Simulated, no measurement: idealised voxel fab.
The document below concerns the process module designated voxel wiring stack.
It is cross-section cut that appears here, measuring 200 nm in width, its square cells being 5 nm in size.
Just so we're on the same page, the cross-sections are grids of square cells, and they're listed out in bands top to bottom, each band one or more rows deep. The entry gives the band's vertical extent as a top height and a bottom height in nm, then its horizontal make-up as materials from left to right, each with a width in nm. "empty" stands for empty space; a single material marked "throughout" fills the band edge to edge. The reference from which all heights are counted is 0, the level beneath which the as-received wafer is entirely one material; the lowest band, having no lower bound, proceeds downward and is written after the example "0 -> down". The width entry "30 to 40" should be interpreted row by row: the top row of cells in the band takes the first number, the bottom row takes the second number, and the change between adjacent rows is uniform throughout. Where a step carries "no modifications", the cross-section came out of it unchanged, cell for cell. So "Catalogued sealed voids" is basically the list of trapped voids: any empty space of 8 cells or more that can't reach the top through an opening. They're written width x height at distance, the distance being from the left edge, and it's all nm. Formally, on a step line, whatever follows the settings is a remark that the simulator itself makes on the step. Regarding "overlay nm": on a step with a mask, it is the distance the mask lay to the right of its planned place; a negative value places it to the left.
-- Process steps - plan
step 1: RECEIVE: material Si
step 2: CONFORMAL_DEP: material SiO2, thk nm 15
step 3: DIRECTIONAL_DEP: material TiN, thk nm 5
step 4: DIRECTIONAL_DEP: material Ru, thk nm 15
step 5: MASKED_ETCH: tone cover, mask id METAL_1, width nm 25, pitch nm 50, etch materials Ru, depth nm 15, overlay nm 0
step 6: MASKED_ETCH: tone cover, mask id METAL_1, width nm 25, pitch nm 50, etch materials TiN, depth nm 5, overlay nm 0
step 7: CONFORMAL_DEP: material SiCN, thk nm 5
step 8: FILL_DEP: material SiO2, thk nm 5
step 9: CMP: height nm 35
step 10: CONFORMAL_DEP: material SiCN, thk nm 5
step 11: DIRECTIONAL_DEP: material SiO2, thk nm 20
step 12: DIRECTIONAL_DEP: material aC, thk nm 10
step 13: PATTERN: tone open, mask id PLUG_1, material resist, width nm 15, pitch nm 50, thk nm 25, overlay nm 0
step 14: DIRECTIONAL_ETCH: etch materials aC, depth nm 10
step 15: STRIP: etch materials resist
step 16: DIRECTIONAL_ETCH: etch materials SiO2, depth nm 20
step 17: DIRECTIONAL_ETCH: etch materials SiCN, depth nm 5
step 18: STRIP: etch materials aC
step 19: EPI: material Ru, thk nm 10
step 20: EPI: material Ru, thk nm 10
step 21: EPI: material Ru, thk nm 5
step 22: DIRECTIONAL_DEP: material TiN, thk nm 5
step 23: DIRECTIONAL_DEP: material Ru, thk nm 20
step 24: MASKED_ETCH: tone cover, mask id METAL_2, width nm 25, pitch nm 50, etch materials Ru, depth nm 20, overlay nm 0
step 25: MASKED_ETCH: tone cover, mask id METAL_2, width nm 25, pitch nm 50, etch materials TiN, depth nm 5, overlay nm 0
step 26: CONFORMAL_DEP: material SiN, thk nm 5
step 27: FILL_DEP: material SiO2, thk nm 10
step 28: CMP: height nm 85
step 29: CONFORMAL_DEP: material SiCN, thk nm 5
step 30: DIRECTIONAL_DEP: material lowk, thk nm 15
step 31: PATTERN: tone open, mask id PLUG_2, material resist, width nm 15, thk nm 15, overlay nm 0
step 32: DIRECTIONAL_ETCH: etch materials lowk, depth nm 15
step 33: DIRECTIONAL_ETCH: etch materials SiCN, depth nm 5
step 34: STRIP: etch materials resist
step 35: CONFORMAL_DEP: material TiN, thk nm 5
step 36: FILL_DEP: material Cu, thk nm 10
step 37: CMP: height nm 105
step 38: DIRECTIONAL_DEP: material TiN, thk nm 5
step 39: DIRECTIONAL_DEP: material Ru, thk nm 15
step 40: MASKED_ETCH: tone cover, mask id METAL_3, width nm 25, pitch nm 50, etch materials Ru, depth nm 15, overlay nm 0
step 41: MASKED_ETCH: tone cover, mask id METAL_3, width nm 25, pitch nm 50, etch materials TiN, depth nm 5, overlay nm 0
step 42: CONFORMAL_DEP: material SiCN, thk nm 5
step 43: FILL_DEP: material lowk, thk nm 10
step 44: CMP: height nm 125
step 45: CONFORMAL_DEP: material SiCN, thk nm 5
-- as received, after step 1
    0 -> down = Si throughout
    Catalogued sealed voids: none
-- first wafer at the end, as planned
    130 -> 125 = SiCN throughout
    125 -> 110 = 55 nm lowk | 5 nm SiCN | 25 nm Ru | 5 nm SiCN | 15 nm lowk | 5 nm SiCN | 25 nm Ru | 5 nm SiCN | 60 nm lowk
    110 -> 105 = 60 nm SiCN | 25 nm TiN | 25 nm SiCN | 25 nm TiN | 65 nm SiCN
    105 -> 90 = 60 nm lowk | 5 nm TiN | 5 nm Cu | 5 nm TiN | 125 nm lowk
    90 -> 85 = 60 nm SiCN | 15 nm TiN | 125 nm SiCN
    85 -> 65 = 55 nm SiO2 | 5 nm SiN | 25 nm Ru | 5 nm SiN | 15 nm SiO2 | 5 nm SiN | 25 nm Ru | 5 nm SiN | 60 nm SiO2
    65 -> 60 = 60 nm SiN | 25 nm TiN | 25 nm SiN | 25 nm TiN | 65 nm SiN
    60 -> 40 = 60 nm SiO2 | 15 nm Ru | 35 nm SiO2 | 15 nm Ru | 75 nm SiO2
    40 -> 35 = 60 nm SiCN | 15 nm Ru | 35 nm SiCN | 15 nm Ru | 75 nm SiCN
    35 -> 20 = 55 nm SiO2 | 5 nm SiCN | 25 nm Ru | 5 nm SiCN | 15 nm SiO2 | 5 nm SiCN | 25 nm Ru | 5 nm SiCN | 60 nm SiO2
    20 -> 15 = 60 nm SiCN | 25 nm TiN | 25 nm SiCN | 25 nm TiN | 65 nm SiCN
    15 -> 0 = SiO2 throughout
    0 -> down = Si throughout
    Catalogued sealed voids: none
-- So this is wafer number two of the two, cut at the end of the module - it started where the first did and had the same plan, we just got one thing wrong running it
    130 -> 125 = SiCN throughout
    125 -> 110 = 55 nm lowk | 5 nm SiCN | 25 nm Ru | 5 nm SiCN | 15 nm lowk | 5 nm SiCN | 25 nm Ru | 5 nm SiCN | 60 nm lowk
    110 -> 105 = 60 nm SiCN | 25 nm TiN | 25 nm SiCN | 25 nm TiN | 65 nm SiCN
    105 -> 90 = 60 nm lowk | 5 nm TiN | 5 nm Cu | 5 nm TiN | 125 nm lowk
    90 -> 85 = 60 nm SiCN | 15 nm TiN | 125 nm SiCN
    85 -> 80 = 55 nm SiO2 | 35 nm SiN | 15 nm SiO2 | 35 nm SiN | 60 nm SiO2
    80 -> 60 = 55 nm SiO2 | 5 nm SiN | 25 nm Ru | 5 nm SiN | 15 nm SiO2 | 5 nm SiN | 25 nm Ru | 5 nm SiN | 60 nm SiO2
    60 -> 55 = 60 nm SiN | 25 nm TiN | 25 nm SiN | 25 nm TiN | 65 nm SiN
    55 -> 35 = 60 nm SiO2 | 15 nm Ru | 35 nm SiO2 | 15 nm Ru | 75 nm SiO2
    35 -> 30 = 60 nm SiCN | 15 nm Ru | 35 nm SiCN | 15 nm Ru | 75 nm SiCN
    30 -> 20 = 55 nm SiO2 | 5 nm SiCN | 25 nm Ru | 5 nm SiCN | 15 nm SiO2 | 5 nm SiCN | 25 nm Ru | 5 nm SiCN | 60 nm SiO2
    20 -> 15 = 60 nm SiCN | 25 nm TiN | 25 nm SiCN | 25 nm TiN | 65 nm SiCN
    15 -> 0 = SiO2 throughout
    0 -> down = Si throughout
    Catalogued sealed voids: none
It is concluded that the wafer was processed incorrectly with respect to the plan, in that step 9 ran as: CMP: height nm 30
Bottom line after processing is that, in cells, the second wafer is up or down on some materials versus the first: 10 fewer of Ru | 4 fewer of SiCN | 14 more of SiN
